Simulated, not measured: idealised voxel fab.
Herein follows the process module entitled voxel air gaps.
The cross-section on display is named cut; it measures 300 nm wide, and its cells are 5 nm squares.
Cross-section, as written here: a square-cell grid given band by band from the top down, where a band holds one or more rows of cells.
Quick guide to a band line: top height, bottom height (nm) up front; then every material left to right with its width in nm. Only one material and it's marked "all across"? Then it fills the band edge to edge. And "empty" just means empty space.
Where do heights start? At 0: under that level the wafer as delivered is made of one material only. And the lowest band has no floor; it just carries on downward, as in "0 down".
Width: "30->40" (first number = top row, second number = bottom row, same change from row to row of cells).
Step note "stayed the same" = no cross-section cell changed.
"Unvented voids" means: voids of 8 cells or more that are shut off from the top with no open way through. Written width x height at distance, distance from the left edge, in nm.
If you see something after the settings on a step's line, that's the simulator's own remark about that step.
overlay nm: step with mask; distance mask lay right of planned place; negative value = left of planned place.
Process steps - plan:
step 1: RECEIVE [material Si]
step 2: CONFORMAL_DEP [material SiO2] [thk nm 15]
step 3: CONFORMAL_DEP [material SiN] [thk nm 5]
step 4: DIRECTIONAL_DEP [material lowk] [thk nm 35]
step 5: PATTERN [tone open] [mask id LINES] [material resist] [width nm 15] [pitch nm 40] [thk nm 15] [overlay nm 0]
step 6: DIRECTIONAL_ETCH [etch materials lowk] [depth nm 35]
step 7: STRIP [etch materials resist]
step 8: CONFORMAL_DEP [material TiN] [thk nm 5]
step 9: FILL_DEP [material Ru] [thk nm 5]
step 10: CMP [height nm 55]
step 11: EPI [material Ru] [thk nm 10]
step 12: SELECTIVE_ETCH [etch materials lowk] [depth nm 45]
step 13: CONFORMAL_DEP [material SiCN] [thk nm 5]
as received, after step 1:
> 0 down = Si all across
> Unvented voids: none
Wafer cross-section at end of module: start and plan as shown above, one execution error:
> 70 to 65 = 65 nm empty | 165 nm lowk | 70 nm empty
> 65 to 55 = 65 nm empty | 5 nm lowk | 35 nm Ru | 5 nm lowk | 35 nm Ru | 5 nm lowk | 35 nm Ru | 5 nm lowk | 35 nm Ru | 5 nm lowk | 70 nm empty
> 55 to 50 = 65 nm empty | 15 nm lowk | 5 nm TiN | 5 nm Ru | 5 nm TiN | 25 nm lowk | 5 nm TiN | 5 nm Ru | 5 nm TiN | 25 nm lowk | 5 nm TiN | 5 nm Ru | 5 nm TiN | 25 nm lowk | 5 nm TiN | 5 nm Ru | 5 nm TiN | 15 nm lowk | 70 nm empty
> 50 to 25 = 75 nm empty | 5 nm lowk | 5 nm TiN | 5 nm Ru | 5 nm TiN | 5 nm lowk | 15 nm empty | 5 nm lowk | 5 nm TiN | 5 nm Ru | 5 nm TiN | 5 nm lowk | 15 nm empty | 5 nm lowk | 5 nm TiN | 5 nm Ru | 5 nm TiN | 5 nm lowk | 15 nm empty | 5 nm lowk | 5 nm TiN | 5 nm Ru | 5 nm TiN | 5 nm lowk | 80 nm empty
> 25 to 20 = 80 nm lowk | 15 nm TiN | 25 nm lowk | 15 nm TiN | 25 nm lowk | 15 nm TiN | 25 nm lowk | 15 nm TiN | 85 nm lowk
> 20 to 15 = SiN all across
> 15 to 0 = SiO2 all across
> 0 down = Si all across
> Unvented voids: 15 x 25 at 100; 15 x 25 at 140; 15 x 25 at 180
Want to know what went wrong? step 13 changed vs plan, executed as CONFORMAL_DEP [material lowk] [thk nm 5]
